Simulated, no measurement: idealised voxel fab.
The following is a process module called voxel capacitor over wiring.
170 nm wide, 5 nm square cells: that's cross-section cut.
A cross-section is written here as square cells arranged in a grid, and it is given in bands from the top down, each band taking up one or more rows of cells.
Per band: top height and bottom height in nm, followed by the left-to-right materials and their widths in nm; "edge to edge" marks a single material spanning edge to edge, "air" marks empty space.
For the purposes of this specification, 0 denotes the height below which the wafer in its as-received condition is composed wholly of one material, and the lowermost band, lacking a lower limit, extends downward without end, as expressed in "top 0, no bottom".
Width "30->40": first value at the band's top row of cells, second value at its bottom row, equal change from row to row.
You'll sometimes find "identical to before" written for a step, and that's the way of saying that nowhere in the cross-section did a cell change during that step.
"Enclosed void entries" - sealed voids, min. 8 cells, no opening to top; format: width x height at distance (distance from left edge; nm throughout).
Post-settings text on a step line: simulator's own remark regarding the step.
overlay nm: mask offset rightward from planned place, masked step; negative means leftward offset.

Below is the list of planned process steps
| 1 | RECEIVE, material Si |
| 2 | CONFORMAL_DEP, material SiO2, thk nm 15 |
| 3 | CONFORMAL_DEP, material SiN, thk nm 5 |
| 4 | DIRECTIONAL_DEP, material SiO2, thk nm 25 |
| 5 | DIRECTIONAL_DEP, material aC, thk nm 15 |
| 6 | PATTERN, tone open, mask id METAL_1, material resist, width nm 30, pitch nm 90, thk nm 30, overlay nm 0 |
| 7 | DIRECTIONAL_ETCH, etch materials aC, depth nm 15 |
| 8 | STRIP, etch materials resist |
| 9 | DIRECTIONAL_ETCH, etch materials SiO2, depth nm 25 |
| 10 | DIRECTIONAL_ETCH, etch materials SiN, depth nm 5 |
| 11 | STRIP, etch materials aC |
| 12 | CONFORMAL_DEP, material TiN, thk nm 5 |
| 13 | FILL_DEP, material Cu, thk nm 10 |
| 14 | CMP, height nm 45 |
| 15 | CONFORMAL_DEP, material SiCN, thk nm 5 |
| 16 | DIRECTIONAL_DEP, material SiO2, thk nm 15 |
| 17 | PATTERN, tone open, mask id PLUG_1, material resist, width nm 15, thk nm 20, overlay nm 0 |
| 18 | DIRECTIONAL_ETCH, etch materials SiO2, depth nm 15 |
| 19 | DIRECTIONAL_ETCH, etch materials SiCN, depth nm 5 |
| 20 | STRIP, etch materials resist |
| 21 | CONFORMAL_DEP, material TiN, thk nm 5 |
| 22 | FILL_DEP, material W, thk nm 5 |
| 23 | CMP, height nm 65 |
| 24 | DIRECTIONAL_DEP, material TiN, thk nm 5 |
| 25 | DIRECTIONAL_DEP, material SiN, thk nm 5 |
| 26 | DIRECTIONAL_DEP, material TiN, thk nm 5 |
| 27 | MASKED_ETCH, tone cover, mask id UPPER_PLATE, width nm 65, etch materials TiN, depth nm 5, overlay nm 0 |
| 28 | MASKED_ETCH, tone cover, mask id UPPER_PLATE, width nm 65, etch materials SiN, depth nm 5, overlay nm 0 |
| 29 | DIRECTIONAL_DEP, material aC, thk nm 15 |
| 30 | PATTERN, tone cover, mask id LOWER_PLATE, material resist, width nm 75, thk nm 35, overlay nm 0 |
| 31 | DIRECTIONAL_ETCH, etch materials aC, depth nm 15 |
| 32 | STRIP, etch materials resist |
| 33 | DIRECTIONAL_ETCH, etch materials TiN, depth nm 5 |
| 34 | STRIP, etch materials aC |
| 35 | FILL_DEP, material SiO2, thk nm 15 |
| 36 | CMP, height nm 90 |
| 37 | MASKED_ETCH, tone open, mask id PLUG_2, width nm 15, etch materials SiO2, depth nm 10, overlay nm 0 |
| 38 | CONFORMAL_DEP, material TiN, thk nm 5 |
| 39 | FILL_DEP, material Cu, thk nm 5 |
| 40 | CMP, height nm 90 |
| 41 | CONFORMAL_DEP, material SiCN, thk nm 5 |

Step 1 complete: cross-section of the wafer as received
	top 0, no bottom | Si edge to edge
	Enclosed void entries: none

Sectioned view, first of two wafers, at the close of the module, processed as intended in the plan
	top 95, bottom 90 | SiCN edge to edge
	top 90, bottom 85 | SiO2 50 nm | TiN 5 nm | Cu 5 nm | TiN 5 nm | SiO2 105 nm
	top 85, bottom 75 | SiO2 50->40 nm | TiN 15->65 nm | SiO2 105->65 nm
	top 75, bottom 70 | SiO2 40 nm | SiN 65 nm | SiO2 65 nm
	top 70, bottom 65 | SiO2 35 nm | TiN 75 nm | SiO2 60 nm
	top 65, bottom 50 | SiO2 40 nm | TiN 5 nm | W 5 nm | TiN 5 nm | SiO2 115 nm
	top 50, bottom 45 | SiCN 40 nm | TiN 15 nm | SiCN 115 nm
	top 45, bottom 20 | SiO2 25 nm | TiN 5 nm | Cu 20 nm | TiN 5 nm | SiO2 60 nm | TiN 5 nm | Cu 20 nm | TiN 5 nm | SiO2 25 nm
	top 20, bottom 15 | SiN 25 nm | TiN 30 nm | SiN 60 nm | TiN 30 nm | SiN 25 nm
	top 15, bottom 0 | SiO2 edge to edge
	top 0, no bottom | Si edge to edge
	Enclosed void entries: none

So this is wafer number two of the two, cut at the end of the module - it started where the first did and had the same plan, we just got one thing wrong running it
	top 95, bottom 90 | SiCN edge to edge
	top 90, bottom 85 | SiO2 50 nm | TiN 5 nm | Cu 5 nm | TiN 5 nm | SiO2 105 nm
	top 85, bottom 75 | SiO2 50->40 nm | TiN 15->65 nm | SiO2 105->65 nm
	top 75, bottom 70 | SiO2 40 nm | SiN 65 nm | SiO2 65 nm
	top 70, bottom 65 | SiO2 35 nm | TiN 75 nm | SiO2 60 nm
	top 65, bottom 50 | W 35 nm | TiN 5 nm | SiO2 15 nm | TiN 5 nm | W 110 nm
	top 50, bottom 45 | TiN 40 nm | SiCN 15 nm | TiN 115 nm
	top 45, bottom 20 | SiO2 25 nm | TiN 5 nm | Cu 20 nm | TiN 5 nm | SiO2 60 nm | TiN 5 nm | Cu 20 nm | TiN 5 nm | SiO2 25 nm
	top 20, bottom 15 | SiN 25 nm | TiN 30 nm | SiN 60 nm | TiN 30 nm | SiN 25 nm
	top 15, bottom 0 | SiO2 edge to edge
	top 0, no bottom | Si edge to edge
	Enclosed void entries: none
What went wrong in running the wafer? off-plan run, step 17, actual operation and settings PATTERN, tone cover, mask id PLUG_1, material resist, width nm 15, thk nm 20, overlay nm 0
The final cell counts differ between the wafers, with the second having more or fewer of some materials than the first: 28 fewer of SiCN | 84 fewer of SiO2 | 28 more of TiN | 84 more of W
